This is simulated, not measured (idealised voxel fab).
voxel self aligned contacts: a process module
Square cell edge 5 nm, section width 175 nm, ID cut.
Cross-section spec: square-cell grid; bands listed top down; each band is one or more rows.
Heads up on the band format: heights come first, top then bottom, in nm. After that it's the materials left to right, each with its width in nm. A single material flagged "full width" fills the whole band edge to edge, and "air" means there's empty space there.
It should be noted that heights are counted from 0, beneath which the wafer as supplied is of one material throughout, and that the lowest band possesses no lower boundary but continues downward, as written in "from 0 down".
When a width is written as two numbers, as in "30..40", the first number is the width in the top row of cells of the band and the second is the width in its bottom row, and the width changes by the same amount from each row to the next.
When a step is marked "same as before", none of the cells in the cross-section changed during that step.
Entry "Fully closed voids". Content: empty spaces with no open connection to the top, size 8 cells or greater. Each: width x height at distance. Distance: from left edge. Unit: nm.
If you see something after the settings on a step's line, that's the simulator's own remark about that step.
The "overlay nm" setting may appear on a step's line; for a step that uses a mask, it gives how far to the right of its planned position the mask lay, and a negative value indicates the left.

Intended process steps
| 1 | RECEIVE,material Si |
| 2 | CONFORMAL_DEP,material SiO2,thk nm 5 |
| 3 | DIRECTIONAL_DEP,material polySi,thk nm 20 |
| 4 | DIRECTIONAL_DEP,material SiN,thk nm 15 |
| 5 | MASKED_ETCH,tone cover,mask id GATE,width nm 25,pitch nm 60,etch materials SiN,depth nm 15,overlay nm 0 |
| 6 | MASKED_ETCH,tone cover,mask id GATE,width nm 25,pitch nm 60,etch materials polySi,depth nm 20,overlay nm 0 |
| 7 | CONFORMAL_DEP,material SiN,thk nm 5 |
| 8 | DIRECTIONAL_ETCH,etch materials SiN,depth nm 5 |
| 9 | FILL_DEP,material SiO2,thk nm 10 |
| 10 | CMP,height nm 45 |
| 11 | PATTERN,tone open,mask id CONTACT,material resist,width nm 45,pitch nm 60,thk nm 20,overlay nm 0 |
| 12 | DIRECTIONAL_ETCH,etch materials SiO2,depth nm 45 |
| 13 | STRIP,etch materials resist |
| 14 | CONFORMAL_DEP,material TiN,thk nm 5 |
| 15 | FILL_DEP,material Ru,thk nm 5 |
| 16 | CMP,height nm 45 |
| 17 | CONFORMAL_DEP,material SiCN,thk nm 5 |

Cross-section of the wafer as it came to us, i.e., already through step 1
  from 0 down: Si full width
  Fully closed voids: none

Wafer at module end, in section. Began as above, planned as above, run with one mistake
  from 50 to 45: SiCN full width
  from 45 to 35: SiO2 35, TiN 5..15, Ru 35..15, TiN 5..15, SiO2 15, TiN 5..15, Ru 35..15, TiN 5..15, SiO2 35
  from 35 to 20: SiO2 10, SiN 35, TiN 5, Ru 15, TiN 5, SiN 35, TiN 5, Ru 15, TiN 5, SiN 35, SiO2 10
  from 20 to 5: SiO2 10, SiN 5, polySi 25, SiN 5, TiN 5, Ru 15, TiN 5, SiN 5, polySi 25, SiN 5, TiN 5, Ru 15, TiN 5, SiN 5, polySi 25, SiN 5, SiO2 10
  from 5 to 0: SiO2 10, SiN 5, polySi 25, SiN 5, TiN 25, SiN 5, polySi 25, SiN 5, TiN 25, SiN 5, polySi 25, SiN 5, SiO2 10
  from 0 down: Si full width
  Fully closed voids: none
The plan and the run diverged here: not run: step 2 of the plan (skipped)
